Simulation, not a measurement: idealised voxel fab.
Process module under the name voxel ribs on slabs
The cross-section shown here is cut; it is 265 nm wide and divided into square cells measuring 5 nm on a side.
Cross-sections here: square-cell grids, written as top-down lists of bands, a band being one or more rows of cells.
The entry gives the band's vertical extent as a top height and a bottom height in nm, then its horizontal make-up as materials from left to right, each with a width in nm. "blank" stands for empty space; a single material marked "everywhere" fills the band edge to edge.
A quick word on heights: they are counted from 0, and under that level the wafer as it came to us is one material throughout. The lowest band is different from the rest in having no bottom; it simply continues downward, written as in "0 -> down".
It should be noted that a width expressed as "30..40" varies in equal increments from row to row of cells within the band, taking the value of the first number at the top row and that of the second number at the bottom row.
The cross-section has no changed cell in any step marked "no change occurred".
In "Closed empty spaces" the enclosed voids are listed, meaning empty spaces of 8 cells or larger without any opening to the top. The form is width x height at distance, distance from the left edge, units nm.
Read whatever lies past the settings on a step's line as the simulator's own remark about the step.
Regarding "overlay nm": on a step with a mask, it is the distance the mask lay to the right of its planned place; a negative value places it to the left.
Quick note on how to read the rest: it's all pairs. You get the cross-section before a process step and the one after, but the after one only goes down as far as the lowest band that changed. The step in between, with its settings, sits under the pair. Heads up, the pairs can come from different runs of this module on the same starting wafer, so don't assume a pair picks up from the one above unless its "Pre-process cross-section" entry says it does.

Pre-process cross-section
* 0 -> down = Si everywhere
* Closed empty spaces: none

Step Outcome
* 30 -> 0 = SiO2 everywhere
* Rest of section, below 0: as before.
* Closed empty spaces: none
Step that separates the before view from the after view above: DIRECTIONAL_DEP with material SiO2, thk nm 30

Pre-process cross-section: after-state, pair directly above.

Step Outcome
* 50 -> 30 = polySi everywhere
* Rest of section, below 30: as before.
* Closed empty spaces: none
Step that separates the before view from the after view above: DIRECTIONAL_DEP with material polySi, thk nm 20

Pre-process cross-section: after-state, pair directly above.

Step Outcome
* 70 -> 50 = 120 blank; 25 resist; 120 blank
* Rest of section, below 50: as before.
* Closed empty spaces: none
Step that separates the before view from the after view above: PATTERN with tone cover, mask id RIB, material resist, width nm 25, thk nm 20, overlay nm 0

Pre-process cross-section: after-state, pair directly above.

Step Outcome
* 70 -> 50 = 120 blank; 25 resist; 120 blank
* 50 -> 40 = 120 blank; 25 polySi; 120 blank
* Rest of section, below 40: as before.
* Closed empty spaces: none
Step that separates the before view from the after view above: DIRECTIONAL_ETCH with etch materials polySi, depth nm 10

Pre-process cross-section: after-state, pair directly above.

Step Outcome
* 50 -> 40 = 120 blank; 25 polySi; 120 blank
* Rest of section, below 40: as before.
* Closed empty spaces: none
Step that separates the before view from the after view above: STRIP with etch materials resist

Pre-process cross-section: after-state, pair directly above.

Step Outcome
* 50 -> 40 = 120 blank; 25 polySi; 120 blank
* 40 -> 30 = 100 blank; 65 polySi; 100 blank
* Rest of section, below 30: as before.
* Closed empty spaces: none
Step that separates the before view from the after view above: MASKED_ETCH with tone cover, mask id SLAB, width nm 65, etch materials polySi, depth nm 10, overlay nm 0

Pre-process cross-section: after-state, pair directly above.

Step Outcome
* 65 -> 50 = SiO2 everywhere
* 50 -> 40 = 120 SiO2; 25 polySi; 120 SiO2
* 40 -> 30 = 100 SiO2; 65 polySi; 100 SiO2
* Rest of section, below 30: as before.
* Closed empty spaces: none
Step that separates the before view from the after view above: FILL_DEP with material SiO2, thk nm 15

Pre-process cross-section: after-state, pair directly above.

Step Outcome
* 60 -> 50 = SiO2 everywhere
* Rest of section, below 50: as before.
* Closed empty spaces: none
Step that separates the before view from the after view above: CMP with height nm 60

Pre-process cross-section: after-state, pair directly above.

Step Outcome
* 65 -> 60 = W everywhere
* Rest of section, below 60: as before.
* Closed empty spaces: none
Step that separates the before view from the after view above: DIRECTIONAL_DEP with material W, thk nm 5

Pre-process cross-section: after-state, pair directly above.

Step Outcome
* 65 -> 60 = 115 blank; 35 W; 115 blank
* Rest of section, below 60: as before.
* Closed empty spaces: none
Step that separates the before view from the after view above: MASKED_ETCH with tone cover, mask id HEATER, width nm 35, etch materials W, depth nm 5, overlay nm 0

Pre-process cross-section: after-state, pair directly above.

Step Outcome
* 75 -> 70 = 105 blank; 55 SiN; 105 blank
* 70 -> 65 = SiN everywhere
* 65 -> 60 = 115 SiN; 35 W; 115 SiN
* Rest of section, below 60: as before.
* Closed empty spaces: none
Step that separates the before view from the after view above: CONFORMAL_DEP with material SiN, thk nm 10

Pre-process cross-section
* 50 -> 30 = polySi everywhere
* 30 -> 0 = SiO2 everywhere
* 0 -> down = Si everywhere
* Closed empty spaces: none

Step Outcome
* 70 -> 30 = polySi everywhere
* Rest of section, below 30: as before.
* Closed empty spaces: none
Step that separates the before view from the after view above: DIRECTIONAL_DEP with material polySi, thk nm 20

Pre-process cross-section: after-state, pair directly above.

Step Outcome
* 90 -> 70 = 120 blank; 25 resist; 120 blank
* Rest of section, below 70: as before.
* Closed empty spaces: none
Step that separates the before view from the after view above: PATTERN with tone cover, mask id RIB, material resist, width nm 25, thk nm 20, overlay nm 0

Pre-process cross-section: after-state, pair directly above.

Step Outcome
* 90 -> 70 = 120 blank; 25 resist; 120 blank
* 70 -> 60 = 120 blank; 25 polySi; 120 blank
* Rest of section, below 60: as before.
* Closed empty spaces: none
Step that separates the before view from the after view above: DIRECTIONAL_ETCH with etch materials polySi, depth nm 10

Pre-process cross-section: after-state, pair directly above.

Step Outcome
* 70 -> 60 = 120 blank; 25 polySi; 120 blank
* Rest of section, below 60: as before.
* Closed empty spaces: none
Step that separates the before view from the after view above: STRIP with etch materials resist

Pre-process cross-section: after-state, pair directly above.

Step Outcome
* 70 -> 60 = 120 blank; 25 polySi; 120 blank
* 60 -> 50 = 100 blank; 65 polySi; 100 blank
* Rest of section, below 50: as before.
* Closed empty spaces: none
Step that separates the before view from the after view above: MASKED_ETCH with tone cover, mask id SLAB, width nm 65, etch materials polySi, depth nm 10, overlay nm 0

Pre-process cross-section: after-state, pair directly above.

Step Outcome
* 85 -> 70 = SiO2 everywhere
* 70 -> 60 = 120 SiO2; 25 polySi; 120 SiO2
* 60 -> 50 = 100 SiO2; 65 polySi; 100 SiO2
* Rest of section, below 50: as before.
* Closed empty spaces: none
Step that separates the before view from the after view above: FILL_DEP with material SiO2, thk nm 15

Pre-process cross-section: after-state, pair directly above.

Step Outcome
* 60 -> 50 = 100 SiO2; 65 polySi; 100 SiO2
* Rest of section, below 50: as before.
* Closed empty spaces: none
Step that separates the before view from the after view above: CMP with height nm 60

Pre-process cross-section: after-state, pair directly above.

Step Outcome
* 65 -> 60 = W everywhere
* Rest of section, below 60: as before.
* Closed empty spaces: none
Step that separates the before view from the after view above: DIRECTIONAL_DEP with material W, thk nm 5

Pre-process cross-section: after-state, pair directly above.

Step Outcome
* 65 -> 60 = 115 blank; 35 W; 115 blank
* Rest of section, below 60: as before.
* Closed empty spaces: none
Step that separates the before view from the after view above: MASKED_ETCH with tone cover, mask id HEATER, width nm 35, etch materials W, depth nm 5, overlay nm 0

Pre-process cross-section: after-state, pair directly above.

Step Outcome
* 75 -> 70 = 105 blank; 55 SiN; 105 blank
* 70 -> 65 = SiN everywhere
* 65 -> 60 = 115 SiN; 35 W; 115 SiN
* Rest of section, below 60: as before.
* Closed empty spaces: none
Step that separates the before view from the after view above: CONFORMAL_DEP with material SiN, thk nm 10

Pre-process cross-section
* 0 -> down = Si everywhere
* Closed empty spaces: none

Step Outcome
* 20 -> 0 = polySi everywhere
* Rest of section, below 0: as before.
* Closed empty spaces: none
Step that separates the before view from the after view above: DIRECTIONAL_DEP with material polySi, thk nm 20

Pre-process cross-section: after-state, pair directly above.

Step Outcome
* 50 -> 20 = SiO2 everywhere
* Rest of section, below 20: as before.
* Closed empty spaces: none
Step that separates the before view from the after view above: DIRECTIONAL_DEP with material SiO2, thk nm 30

Pre-process cross-section: after-state, pair directly above.

Step Outcome
* 70 -> 50 = 120 blank; 25 resist; 120 blank
* Rest of section, below 50: as before.
* Closed empty spaces: none
Step that separates the before view from the after view above: PATTERN with tone cover, mask id RIB, material resist, width nm 25, thk nm 20, overlay nm 0

Pre-process cross-section: after-state, pair directly above.

Step Outcome
* 50 -> 20 = SiO2 everywhere
* Rest of section, below 20: as before.
* Closed empty spaces: none
Step that separates the before view from the after view above: STRIP with etch materials resist

Pre-process cross-section: after-state, pair directly above.

Step Outcome
* 65 -> 20 = SiO2 everywhere
* Rest of section, below 20: as before.
* Closed empty spaces: none
Step that separates the before view from the after view above: FILL_DEP with material SiO2, thk nm 15

Pre-process cross-section: after-state, pair directly above.

Step Outcome
* 60 -> 20 = SiO2 everywhere
* Rest of section, below 20: as before.
* Closed empty spaces: none
Step that separates the before view from the after view above: CMP with height nm 60

Pre-process cross-section: after-state, pair directly above.

Step Outcome
* 65 -> 60 = W everywhere
* Rest of section, below 60: as before.
* Closed empty spaces: none
Step that separates the before view from the after view above: DIRECTIONAL_DEP with material W, thk nm 5

Pre-process cross-section: after-state, pair directly above.

Step Outcome
* 65 -> 60 = 115 blank; 35 W; 115 blank
* Rest of section, below 60: as before.
* Closed empty spaces: none
Step that separates the before view from the after view above: MASKED_ETCH with tone cover, mask id HEATER, width nm 35, etch materials W, depth nm 5, overlay nm 0

Pre-process cross-section: after-state, pair directly above.

Step Outcome
* 75 -> 70 = 105 blank; 55 SiN; 105 blank
* 70 -> 65 = SiN everywhere
* 65 -> 60 = 115 SiN; 35 W; 115 SiN
* Rest of section, below 60: as before.
* Closed empty spaces: none
Step that separates the before view from the after view above: CONFORMAL_DEP with material SiN, thk nm 10

Pre-process cross-section
* 30 -> 0 = SiO2 everywhere
* 0 -> down = Si everywhere
* Closed empty spaces: none

Step Outcome
* 55 -> 30 = polySi everywhere
* Rest of section, below 30: as before.
* Closed empty spaces: none
Step that separates the before view from the after view above: DIRECTIONAL_DEP with material polySi, thk nm 25

Pre-process cross-section: after-state, pair directly above.

Step Outcome
* 75 -> 55 = 120 blank; 25 resist; 120 blank
* Rest of section, below 55: as before.
* Closed empty spaces: none
Step that separates the before view from the after view above: PATTERN with tone cover, mask id RIB, material resist, width nm 25, thk nm 20, overlay nm 0

Pre-process cross-section: after-state, pair directly above.

Step Outcome
* 75 -> 55 = 120 blank; 25 resist; 120 blank
* 55 -> 45 = 120 blank; 25 polySi; 120 blank
* Rest of section, below 45: as before.
* Closed empty spaces: none
Step that separates the before view from the after view above: DIRECTIONAL_ETCH with etch materials polySi, depth nm 10

Pre-process cross-section: after-state, pair directly above.

Step Outcome
* 55 -> 45 = 120 blank; 25 polySi; 120 blank
* Rest of section, below 45: as before.
* Closed empty spaces: none
Step that separates the before view from the after view above: STRIP with etch materials resist

Pre-process cross-section: after-state, pair directly above.

Step Outcome
* 55 -> 45 = 120 blank; 25 polySi; 120 blank
* 45 -> 35 = 100 blank; 65 polySi; 100 blank
* Rest of section, below 35: as before.
* Closed empty spaces: none
Step that separates the before view from the after view above: MASKED_ETCH with tone cover, mask id SLAB, width nm 65, etch materials polySi, depth nm 10, overlay nm 0

Pre-process cross-section: after-state, pair directly above.

Step Outcome
* 70 -> 55 = SiO2 everywhere
* 55 -> 45 = 120 SiO2; 25 polySi; 120 SiO2
* 45 -> 35 = 100 SiO2; 65 polySi; 100 SiO2
* Rest of section, below 35: as before.
* Closed empty spaces: none
Step that separates the before view from the after view above: FILL_DEP with material SiO2, thk nm 15

Pre-process cross-section: after-state, pair directly above.

Step Outcome
* 60 -> 55 = SiO2 everywhere
* Rest of section, below 55: as before.
* Closed empty spaces: none
Step that separates the before view from the after view above: CMP with height nm 60

Pre-process cross-section: after-state, pair directly above.

Step Outcome
* 65 -> 60 = W everywhere
* Rest of section, below 60: as before.
* Closed empty spaces: none
Step that separates the before view from the after view above: DIRECTIONAL_DEP with material W, thk nm 5

Pre-process cross-section: after-state, pair directly above.

Step Outcome
* 65 -> 60 = 115 blank; 35 W; 115 blank
* Rest of section, below 60: as before.
* Closed empty spaces: none
Step that separates the before view from the after view above: MASKED_ETCH with tone cover, mask id HEATER, width nm 35, etch materials W, depth nm 5, overlay nm 0

Pre-process cross-section: after-state, pair directly above.

Step Outcome
* 75 -> 70 = 105 blank; 55 SiN; 105 blank
* 70 -> 65 = SiN everywhere
* 65 -> 60 = 115 SiN; 35 W; 115 SiN
* Rest of section, below 60: as before.
* Closed empty spaces: none
Step that separates the before view from the after view above: CONFORMAL_DEP with material SiN, thk nm 10

Pre-process cross-section
* 65 -> 60 = W everywhere
* 60 -> 50 = SiO2 everywhere
* 50 -> 40 = 120 SiO2; 25 polySi; 120 SiO2
* 40 -> 30 = 100 SiO2; 65 polySi; 100 SiO2
* 30 -> 0 = SiO2 everywhere
* 0 -> down = Si everywhere
* Closed empty spaces: none

Step Outcome
* 65 -> 60 = 120 blank; 30 W; 115 blank
* Rest of section, below 60: as before.
* Closed empty spaces: none
Step that separates the before view from the after view above: MASKED_ETCH with tone cover, mask id HEATER, width nm 30, etch materials W, depth nm 5, overlay nm 0

Pre-process cross-section: after-state, pair directly above.

Step Outcome
* 75 -> 70 = 110 blank; 50 SiN; 105 blank
* 70 -> 65 = SiN everywhere
* 65 -> 60 = 120 SiN; 30 W; 115 SiN
* Rest of section, below 60: as before.
* Closed empty spaces: none
Step that separates the before view from the after view above: CONFORMAL_DEP with material SiN, thk nm 10

Pre-process cross-section
* 50 -> 30 = polySi everywhere
* 30 -> 0 = SiO2 everywhere
* 0 -> down = Si everywhere
* Closed empty spaces: none

Step Outcome
* 70 -> 50 = 115 blank; 25 resist; 125 blank
* Rest of section, below 50: as before.
* Closed empty spaces: none
Step that separates the before view from the after view above: PATTERN with tone cover, mask id RIB, material resist, width nm 25, thk nm 20, overlay nm -5

Pre-process cross-section: after-state, pair directly above.

Step Outcome
* 70 -> 50 = 115 blank; 25 resist; 125 blank
* 50 -> 40 = 115 blank; 25 polySi; 125 blank
* Rest of section, below 40: as before.
* Closed empty spaces: none
Step that separates the before view from the after view above: DIRECTIONAL_ETCH with etch materials polySi, depth nm 10

Pre-process cross-section: after-state, pair directly above.

Step Outcome
* 50 -> 40 = 115 blank; 25 polySi; 125 blank
* Rest of section, below 40: as before.
* Closed empty spaces: none
Step that separates the before view from the after view above: STRIP with etch materials resist

Pre-process cross-section: after-state, pair directly above.

Step Outcome
* 50 -> 40 = 115 blank; 25 polySi; 125 blank
* 40 -> 30 = 100 blank; 65 polySi; 100 blank
* Rest of section, below 30: as before.
* Closed empty spaces: none
Step that separates the before view from the after view above: MASKED_ETCH with tone cover, mask id SLAB, width nm 65, etch materials polySi, depth nm 10, overlay nm 0

Pre-process cross-section: after-state, pair directly above.

Step Outcome
* 65 -> 50 = SiO2 everywhere
* 50 -> 40 = 115 SiO2; 25 polySi; 125 SiO2
* 40 -> 30 = 100 SiO2; 65 polySi; 100 SiO2
* Rest of section, below 30: as before.
* Closed empty spaces: none
Step that separates the before view from the after view above: FILL_DEP with material SiO2, thk nm 15

Pre-process cross-section: after-state, pair directly above.

Step Outcome
* 60 -> 50 = SiO2 everywhere
* Rest of section, below 50: as before.
* Closed empty spaces: none
Step that separates the before view from the after view above: CMP with height nm 60

Pre-process cross-section: after-state, pair directly above.

Step Outcome
* 65 -> 60 = W everywhere
* Rest of section, below 60: as before.
* Closed empty spaces: none
Step that separates the before view from the after view above: DIRECTIONAL_DEP with material W, thk nm 5

Pre-process cross-section: after-state, pair directly above.

Step Outcome
* 65 -> 60 = 115 blank; 35 W; 115 blank
* Rest of section, below 60: as before.
* Closed empty spaces: none
Step that separates the before view from the after view above: MASKED_ETCH with tone cover, mask id HEATER, width nm 35, etch materials W, depth nm 5, overlay nm 0

Pre-process cross-section: after-state, pair directly above.

Step Outcome
* 75 -> 70 = 105 blank; 55 SiN; 105 blank
* 70 -> 65 = SiN everywhere
* 65 -> 60 = 115 SiN; 35 W; 115 SiN
* Rest of section, below 60: as before.
* Closed empty spaces: none
Step that separates the before view from the after view above: CONFORMAL_DEP with material SiN, thk nm 10

Pre-process cross-section
* 50 -> 40 = 120 blank; 25 polySi; 120 blank
* 40 -> 30 = 100 blank; 65 polySi; 100 blank
* 30 -> 0 = SiO2 everywhere
* 0 -> down = Si everywhere
* Closed empty spaces: none

Step Outcome
* 65 -> 50 = SiN everywhere
* 50 -> 40 = 120 SiN; 25 polySi; 120 SiN
* 40 -> 30 = 100 SiN; 65 polySi; 100 SiN
* Rest of section, below 30: as before.
* Closed empty spaces: none
Step that separates the before view from the after view above: FILL_DEP with material SiN, thk nm 15

Pre-process cross-section: after-state, pair directly above.

Step Outcome
* 60 -> 50 = SiN everywhere
* Rest of section, below 50: as before.
* Closed empty spaces: none
Step that separates the before view from the after view above: CMP with height nm 60

Pre-process cross-section: after-state, pair directly above.

Step Outcome
* 65 -> 60 = W everywhere
* Rest of section, below 60: as before.
* Closed empty spaces: none
Step that separates the before view from the after view above: DIRECTIONAL_DEP with material W, thk nm 5

Pre-process cross-section: after-state, pair directly above.

Step Outcome
* 65 -> 60 = 115 blank; 35 W; 115 blank
* Rest of section, below 60: as before.
* Closed empty spaces: none
Step that separates the before view from the after view above: MASKED_ETCH with tone cover, mask id HEATER, width nm 35, etch materials W, depth nm 5, overlay nm 0

Pre-process cross-section: after-state, pair directly above.

Step Outcome
* 75 -> 70 = 105 blank; 55 SiN; 105 blank
* 70 -> 65 = SiN everywhere
* 65 -> 60 = 115 SiN; 35 W; 115 SiN
* Rest of section, below 60: as before.
* Closed empty spaces: none
Step that separates the before view from the after view above: CONFORMAL_DEP with material SiN, thk nm 10

Pre-process cross-section
* 50 -> 30 = polySi everywhere
* 30 -> 0 = SiO2 everywhere
* 0 -> down = Si everywhere
* Closed empty spaces: none

Step Outcome
* 70 -> 50 = 120 resist; 25 blank; 120 resist
* Rest of section, below 50: as before.
* Closed empty spaces: none
Step that separates the before view from the after view above: PATTERN with tone open, mask id RIB, material resist, width nm 25, thk nm 20, overlay nm 0

Pre-process cross-section: after-state, pair directly above.

Step Outcome
* 70 -> 50 = 120 resist; 25 blank; 120 resist
* 50 -> 40 = 120 polySi; 25 blank; 120 polySi
* Rest of section, below 40: as before.
* Closed empty spaces: none
Step that separates the before view from the after view above: DIRECTIONAL_ETCH with etch materials polySi, depth nm 10

Pre-process cross-section: after-state, pair directly above.

Step Outcome
* 50 -> 40 = 120 polySi; 25 blank; 120 polySi
* Rest of section, below 40: as before.
* Closed empty spaces: none
Step that separates the before view from the after view above: STRIP with etch materials resist

Pre-process cross-section: after-state, pair directly above.

Step Outcome
* 50 -> 40 = 100 blank; 20 polySi; 25 blank; 20 polySi; 100 blank
* Rest of section, below 40: as before.
* Closed empty spaces: none
Step that separates the before view from the after view above: MASKED_ETCH with tone cover, mask id SLAB, width nm 65, etch materials polySi, depth nm 10, overlay nm 0

Pre-process cross-section: after-state, pair directly above.

Step Outcome
* 65 -> 50 = SiO2 everywhere
* 50 -> 40 = 100 SiO2; 20 polySi; 25 SiO2; 20 polySi; 100 SiO2
* Rest of section, below 40: as before.
* Closed empty spaces: none
Step that separates the before view from the after view above: FILL_DEP with material SiO2, thk nm 15

Pre-process cross-section: after-state, pair directly above.

Step Outcome
* 60 -> 50 = SiO2 everywhere
* Rest of section, below 50: as before.
* Closed empty spaces: none
Step that separates the before view from the after view above: CMP with height nm 60

Pre-process cross-section: after-state, pair directly above.

Step Outcome
* 65 -> 60 = W everywhere
* Rest of section, below 60: as before.
* Closed empty spaces: none
Step that separates the before view from the after view above: DIRECTIONAL_DEP with material W, thk nm 5

Pre-process cross-section: after-state, pair directly above.

Step Outcome
* 65 -> 60 = 115 blank; 35 W; 115 blank
* Rest of section, below 60: as before.
* Closed empty spaces: none
Step that separates the before view from the after view above: MASKED_ETCH with tone cover, mask id HEATER, width nm 35, etch materials W, depth nm 5, overlay nm 0

Pre-process cross-section: after-state, pair directly above.

Step Outcome
* 75 -> 70 = 105 blank; 55 SiN; 105 blank
* 70 -> 65 = SiN everywhere
* 65 -> 60 = 115 SiN; 35 W; 115 SiN
* Rest of section, below 60: as before.
* Closed empty spaces: none
Step that separates the before view from the after view above: CONFORMAL_DEP with material SiN, thk nm 10
